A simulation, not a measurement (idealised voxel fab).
Name of the process module below: voxel gate over fins
Cross-section cut: width 210 nm, square cells of 5 nm.
Cross-section, as written here: a square-cell grid given band by band from the top down, where a band holds one or more rows of cells.
The entry gives the band's vertical extent as a top height and a bottom height in nm, then its horizontal make-up as materials from left to right, each with a width in nm. "air" stands for empty space; a single material marked "all across" fills the band edge to edge.
Height is counted from the level 0, under which the received wafer is composed throughout of one material. The lowest of the bands is not closed at the bottom but continues downward, in the notation "from 0 down".
The expression "30 to 40" gives the width at the extremes of the band, the first number at its top row of cells and the second at its bottom row, with the width changing by equal amounts from each row to the next in between.
Reading "no change" for a step: not a cell of the cross-section changed in it.
The list in "Closed internal cavities" covers empty spaces of 8 cells or more that cannot reach the top through any open way, and it gives each as width x height at distance; the distance is from the left edge, and width, height and distance are in nm.
Heads up: the bit after the settings on a step's line is the simulator's remark on that step.
overlay nm: where the mask lay relative to plan, measured to the right, on steps with a mask; negatives go left.

# These are the steps we planned for the process
1) RECEIVE with material Si
2) CONFORMAL_DEP with material SiN, thk nm 10
3) MASKED_ETCH with tone cover, mask id FINS, width nm 15, pitch nm 40, etch materials SiN, depth nm 10, overlay nm 0
4) MASKED_ETCH with tone cover, mask id FINS, width nm 15, pitch nm 40, etch materials Si, depth nm 35, overlay nm 0
5) OXIDIZE with depth nm 5
6) FILL_DEP with material SiO2, thk nm 15
7) CMP with height nm 10
8) SELECTIVE_ETCH with etch materials SiO2, depth nm 20
9) STRIP with etch materials SiN
10) CONFORMAL_DEP with material HfO2, thk nm 5
11) CONFORMAL_DEP with material TiN, thk nm 5
12) FILL_DEP with material W, thk nm 15
13) CMP with height nm 20
14) CONFORMAL_DEP with material SiN, thk nm 5

# Shown in cross-section is the wafer as received, that is, as it stands after step 1
	from 0 down  Si all across
	Closed internal cavities: none

# a wafer at the end: this start, this plan, one mistake
	from 25 to 20  SiN all across
	from 20 to 10  W all across
	from 10 to 5  W (70)  TiN (25)  W (15)  TiN (25)  W (75)
	from 5 to 0  W (70)  TiN (5)  HfO2 (15)  TiN (5)  W (15)  TiN (5)  HfO2 (15)  TiN (5)  W (75)
	from 0 to -20  W (70)  TiN (5)  HfO2 (5)  Si (5)  HfO2 (5)  TiN (5)  W (15)  TiN (5)  HfO2 (5)  Si (5)  HfO2 (5)  TiN (5)  W (75)
	from -20 to -25  TiN (75)  HfO2 (5)  Si (5)  HfO2 (5)  TiN (25)  HfO2 (5)  Si (5)  HfO2 (5)  TiN (80)
	from -25 to -30  HfO2 (80)  Si (5)  HfO2 (35)  Si (5)  HfO2 (85)
	from -30 to -40  SiO2 (80)  Si (5)  SiO2 (35)  Si (5)  SiO2 (85)
	from -40 down  Si all across
	Closed internal cavities: none
Run error: step 8 of the plan was twice carried out
